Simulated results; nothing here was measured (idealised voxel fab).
The name of this process module is voxel released beams.
In the cross-section labelled cut, the width is 250 nm and each square cell is 5 nm.
For the purposes of this document, a cross-section shall be understood as a grid of square cells, specified as bands listed in top-to-bottom order, each band consisting of one or more rows of cells. Look at the band entry: it leads with the top's height and the bottom's height in nm. Then it lists the materials left to right, with a width in nm for each. The word "throughout" on a single material says that material fills the band edge to edge. The word "empty" is empty space. Zero point of the height axis is 0; under it, received wafer = one material. Lowest band: continues down indefinitely, "from 0 down". So if you see something like "30->40" for the width, read it as the top row of the band sitting at the first number and the bottom row at the second, with every row in between moving by the same amount as the last. Basically "remains unaltered" means that step didn't change any cell in the cross-section. If an empty space has no open way to the top and is at least 8 cells in size, "Cavities, sealed" lists it, written width x height at distance, where distance is measured from the left edge and every value is in nm. Post-settings text on a step line: simulator's own remark regarding the step. The optional step-line setting "overlay nm" applies to steps with a mask and quantifies how far to the right of its planned location the mask lay, a negative value indicating leftward placement.
**Process steps (planned)**
1,RECEIVE (material Si)
2,CONFORMAL_DEP (material Al2O3; thk nm 5)
3,DIRECTIONAL_DEP (material SiO2; thk nm 20)
4,PATTERN (tone open; mask id ANCHOR; material resist; width nm 45; thk nm 15; overlay nm 0)
5,DIRECTIONAL_ETCH (etch materials SiO2; depth nm 20)
6,STRIP (etch materials resist)
7,CONFORMAL_DEP (material SiN; thk nm 15)
8,DIRECTIONAL_DEP (material aC; thk nm 10)
9,PATTERN (tone cover; mask id BEAM; material resist; width nm 105; thk nm 30; overlay nm 0)
10,DIRECTIONAL_ETCH (etch materials aC; depth nm 10)
11,STRIP (etch materials resist)
12,DIRECTIONAL_ETCH (etch materials SiN; depth nm 15)
13,STRIP (etch materials aC)
14,STRIP (etch materials SiO2)
**As-received state of the wafer in cross-section, equivalent to post-step 1**
	from 0 down: Si throughout
	Cavities, sealed: none
**First of two wafers, end-of-module section, run followed plan**
	from 40 to 25: empty 70 nm / SiN 20 nm / empty 15 nm / SiN 70 nm / empty 75 nm
	from 25 to 20: empty 75 nm / SiN 15 nm / empty 15 nm / SiN 15 nm / empty 130 nm
	from 20 to 5: empty 75 nm / SiN 45 nm / empty 130 nm
	from 5 to 0: Al2O3 throughout
	from 0 down: Si throughout
	Cavities, sealed: none
**Here is the second of the two wafers cut open at the end of the module - same start, same plan as the first one, but we made one mistake running it**
	from 50 to 35: empty 70 nm / SiN 20 nm / empty 15 nm / SiN 70 nm / empty 75 nm
	from 35 to 30: empty 75 nm / SiN 15 nm / empty 15 nm / SiN 15 nm / empty 130 nm
	from 30 to 15: empty 75 nm / SiN 45 nm / empty 130 nm
	from 15 to 0: Al2O3 throughout
	from 0 down: Si throughout
	Cavities, sealed: none
In executing the process, a mistake was made relative to the plan: step 2 did not happen as planned, as run it was CONFORMAL_DEP (material Al2O3; thk nm 15)
The final cell counts differ between the wafers, with the second having more or fewer of some materials than the first: Al2O3: 100 more
